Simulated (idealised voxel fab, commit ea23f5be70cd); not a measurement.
Name of the process module below: voxel lift off
215 nm wide, 5 nm square cells: that's cross-section cut.
Reading order for cross-sections: top band down to bottom band. Underlying form: a grid of square cells. Band size: one or more rows of cells.
The band entry comprises the height of the band's top followed by the height of its bottom, expressed in nm, and subsequently the band's materials from left to right, each stated together with its width in nm. Where a single material is marked with the word "all across", that material fills the band from edge to edge. The word "air" represents empty space.
Beneath 0, the wafer as received is one material, and that level is where height counting begins. The lowest band goes on downward without a bottom; it is written like "0 -> down".
Width spec "30..40" -> top row of cells at first value, bottom row at second value, equal per-row change in between.
You'll sometimes find "no alteration" written for a step, and that's the way of saying that nowhere in the cross-section did a cell change during that step.
"Closed void list" - sealed voids, min. 8 cells, no opening to top; format: width x height at distance (distance from left edge; nm throughout).
If you see something after the settings on a step's line, that's the simulator's own remark about that step.
The line of a step may include "overlay nm". On a step with a mask, this value is how far to the right of its planned place the mask lay. A negative value means the mask lay to the left.

LISTED BELOW ARE THE PROCESS STEPS AS PLANNED
1: RECEIVE | material Si
2: CONFORMAL_DEP | material Al2O3 | thk nm 15
3: PATTERN | tone open | mask id LINES | material resist | width nm 15 | pitch nm 30 | thk nm 20 | overlay nm 0
4: DIRECTIONAL_DEP | material Ru | thk nm 10
5: STRIP | etch materials resist
6: CONFORMAL_DEP | material SiO2 | thk nm 5
The value of thk nm given for step 6 in the plan refers to the first wafer; the wafers vary in this setting and are alike at the start.

AS-RECEIVED CROSS-SECTION, FIRST OF SEVERAL WAFERS, POST STEP 1
> 0 -> down: Si all across
> Closed void list: none

AFTER THE MODULE'S FINAL STEP, STEP 6: THE FIRST OF SEVERAL WAFERS IN CROSS-SECTION
> 30 -> 25: air (80), then SiO2 (25), then air (5), then SiO2 (25), then air (80)
> 25 -> 20: air (80), then SiO2 (5), then Ru (15), then SiO2 (5), then air (5), then SiO2 (5), then Ru (15), then SiO2 (5), then air (80)
> 20 -> 15: SiO2 (85), then Ru (15), then SiO2 (15), then Ru (15), then SiO2 (85)
> 15 -> 0: Al2O3 all across
> 0 -> down: Si all across
> Closed void list: none

SO THIS IS THE CROSS-SECTION ON THE LAST WAFER AT THE END OF THE MODULE
> 45 -> 35: air (65), then SiO2 (85), then air (65)
> 35 -> 25: SiO2 all across
> 25 -> 15: SiO2 (85), then Ru (15), then SiO2 (15), then Ru (15), then SiO2 (85)
> 15 -> 0: Al2O3 all across
> 0 -> down: Si all across
> Closed void list: none

TABLE: WAFERS, A ROW EACH; END-OF-MODULE CELL CHANGE PER MATERIAL SINCE RECEIPT, GAIN (+), LOSS (-); THEN CLOSED VOIDS
thk nm 5, +129 Al2O3, +12 Ru, +51 SiO2, Closed void list: none
thk nm 10, +129 Al2O3, +12 Ru, +100 SiO2, Closed void list: none
thk nm 15, +129 Al2O3, +12 Ru, +147 SiO2, Closed void list: none
thk nm 20, +129 Al2O3, +12 Ru, +194 SiO2, Closed void list: none
